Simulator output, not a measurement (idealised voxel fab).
Name of the process module below: voxel lift off
This is section cut - it's 285 nm across, gridded in 5 nm square cells.
A cross-section in this document is a grid of square cells, and it is written down as bands, the top band listed before the ones below it; a band is made up of one or more rows of cells. It is stipulated that each band's entry specify, in nanometres, the height of the top of the band and then that of its bottom, followed by the materials of the band in left-to-right sequence, each together with its width in nanometres. A single material marked by the word "edge to edge" is understood to fill the band from edge to edge; the word "empty" is understood to denote empty space. We count height from 0. Below that, the starting wafer is all one material. The lowest band never ends at the bottom but goes on down; see "z 0 and below" for how that is written. Width "30 to 40": first value at the band's top row of cells, second value at its bottom row, equal change from row to row. Take "all unchanged" at face value: in the step it is given for, the cross-section changed in none of its cells. If an empty space has no open way to the top and is at least 8 cells in size, "Fully enclosed voids" lists it, written width x height at distance, where distance is measured from the left edge and every value is in nm. Text after the settings on a step's line: the simulator's own remark on that step. A step line may carry the setting "overlay nm", which, for steps involving a mask, states the distance by which the mask lay to the right of its intended position; negative values denote displacement to the left.
THESE ARE THE STEPS WE PLANNED FOR THE PROCESS
- 1: RECEIVE (material Si)
- 2: CONFORMAL_DEP (material Al2O3; thk nm 15)
- 3: PATTERN (tone open; mask id LINES; material resist; width nm 20; pitch nm 40; thk nm 30; overlay nm 0)
- 4: DIRECTIONAL_DEP (material Ru; thk nm 15)
- 5: STRIP (etch materials resist)
- 6: CONFORMAL_DEP (material SiO2; thk nm 5)
SO THIS IS THE INCOMING WAFER IN CROSS-SECTION - IT'S ALREADY BEEN THROUGH STEP 1
  z 0 and below  Si edge to edge
  Fully enclosed voids: none
THE FIRST OF THE TWO WAFERS AS SEEN IN CROSS-SECTION ONCE THE MODULE WAS FINISHED; PROCESSING FOLLOWED THE PLAN
  z 35 to 30  65 empty; 30 SiO2; 10 empty; 30 SiO2; 10 empty; 30 SiO2; 10 empty; 30 SiO2; 70 empty
  z 30 to 20  65 empty; 5 SiO2; 20 Ru; 5 SiO2; 10 empty; 5 SiO2; 20 Ru; 5 SiO2; 10 empty; 5 SiO2; 20 Ru; 5 SiO2; 10 empty; 5 SiO2; 20 Ru; 5 SiO2; 70 empty
  z 20 to 15  70 SiO2; 20 Ru; 20 SiO2; 20 Ru; 20 SiO2; 20 Ru; 20 SiO2; 20 Ru; 75 SiO2
  z 15 to 0  Al2O3 edge to edge
  z 0 and below  Si edge to edge
  Fully enclosed voids: none
SAME START, SAME PLAN AS THE FIRST WAFER - BUT ONE MISTAKE IN THE RUN. CROSS-SECTION OF THE SECOND OF THE TWO AT THE END OF THE MODULE
  z 35 to 30  65 empty; 35 SiO2; 5 empty; 35 SiO2; 5 empty; 35 SiO2; 5 empty; 35 SiO2; 65 empty
  z 30 to 20  65 empty; 5 SiO2; 25 Ru; 5 SiO2; 5 empty; 5 SiO2; 25 Ru; 5 SiO2; 5 empty; 5 SiO2; 25 Ru; 5 SiO2; 5 empty; 5 SiO2; 25 Ru; 5 SiO2; 65 empty
  z 20 to 15  70 SiO2; 25 Ru; 15 SiO2; 25 Ru; 15 SiO2; 25 Ru; 15 SiO2; 25 Ru; 70 SiO2
  z 15 to 0  Al2O3 edge to edge
  z 0 and below  Si edge to edge
  Fully enclosed voids: none
Heads up, the wafer didn't run the way we planned it: off-plan run, step 3, actual operation and settings PATTERN (tone open; mask id LINES; material resist; width nm 25; pitch nm 40; thk nm 30; overlay nm 0)
Upon completion, the second wafer contains, in terms of cells, a greater or smaller amount of certain materials than the first wafer: Ru +12
